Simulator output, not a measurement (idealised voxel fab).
voxel gate over fins: a process module
The cross-section shown here is cut; it is 230 nm wide and divided into square cells measuring 5 nm on a side.
Throughout this document, each cross-section is represented as a grid of square cells and is presented as a sequence of bands enumerated from the top downward, where a band comprises one or more rows of cells. Each band's line starts with the height of the band's top and of its bottom, in nm. Then come its materials from left to right, each with its width in nm. One material with "throughout" fills the band from edge to edge. "air" is empty space. Heads up on the height convention: 0 is the point under which the incoming wafer is all one material, and the lowest band has no bottom, it just keeps going down, like "0 down". The width entry "30..40" should be interpreted row by row: the top row of cells in the band takes the first number, the bottom row takes the second number, and the change between adjacent rows is uniform throughout. What does "nothing was modified" mean for a step? It means no cell of the cross-section changed in that step. Unvented internal voids: empty space of 8 cells or more with no open way to the top, each as width x height at its distance from the left edge, in nm. Read whatever lies past the settings on a step's line as the simulator's own remark about the step. A step's line can hold "overlay nm"; with a mask on that step, the setting says how far right of the planned place the mask lay, while a negative setting says it lay to the left.
Steps planned for the process:
1,op RECEIVE | material Si
2,op CONFORMAL_DEP | material SiN | thk nm 5
3,op MASKED_ETCH | tone cover | mask id FINS | width nm 15 | pitch nm 45 | etch materials SiN | depth nm 5 | overlay nm 0
4,op MASKED_ETCH | tone cover | mask id FINS | width nm 15 | pitch nm 45 | etch materials Si | depth nm 40 | overlay nm 0
5,op FILL_DEP | material SiO2 | thk nm 5
6,op CMP | height nm 5
7,op SELECTIVE_ETCH | etch materials SiO2 | depth nm 15
8,op STRIP | etch materials SiN
9,op CONFORMAL_DEP | material HfO2 | thk nm 5
10,op CONFORMAL_DEP | material TiN | thk nm 5
11,op FILL_DEP | material W | thk nm 10
12,op CMP | height nm 15
13,op CONFORMAL_DEP | material SiCN | thk nm 5
Delivered wafer in cross-section: state after step 1:
  0 down: Si throughout
  Unvented internal voids: none
Cross-sectional view of the first of the two wafers upon completion of the module, processed in accordance with the plan:
  20 to 15: SiCN throughout
  15 to 10: W throughout
  10 to 5: 75 nm W, 35 nm TiN, 10 nm W, 35 nm TiN, 75 nm W
  5 to 0: 75 nm W, 5 nm TiN, 25 nm HfO2, 5 nm TiN, 10 nm W, 5 nm TiN, 25 nm HfO2, 5 nm TiN, 75 nm W
  0 to -5: 80 nm TiN, 5 nm HfO2, 15 nm Si, 5 nm HfO2, 20 nm TiN, 5 nm HfO2, 15 nm Si, 5 nm HfO2, 80 nm TiN
  -5 to -10: 85 nm HfO2, 15 nm Si, 30 nm HfO2, 15 nm Si, 85 nm HfO2
  -10 to -40: 85 nm SiO2, 15 nm Si, 30 nm SiO2, 15 nm Si, 85 nm SiO2
  -40 down: Si throughout
  Unvented internal voids: none
Cross-section at end of module for the second wafer of two, which matched the first in starting point and plan and differed by one mistake in its processing:
  20 to 15: SiCN throughout
  15 to 5: W throughout
  5 to 0: 80 nm W, 25 nm TiN, 20 nm W, 25 nm TiN, 80 nm W
  0 to -5: 80 nm W, 5 nm TiN, 15 nm Si, 5 nm TiN, 20 nm W, 5 nm TiN, 15 nm Si, 5 nm TiN, 80 nm W
  -5 to -10: 85 nm TiN, 15 nm Si, 30 nm TiN, 15 nm Si, 85 nm TiN
  -10 to -40: 85 nm SiO2, 15 nm Si, 30 nm SiO2, 15 nm Si, 85 nm SiO2
  -40 down: Si throughout
  Unvented internal voids: none
The mistake made against the process plan was this: yeah, step 9 of the plan got skipped, never ran
Bottom line after processing is that, in cells, the second wafer is up or down on some materials versus the first: HfO2 -54; W +54
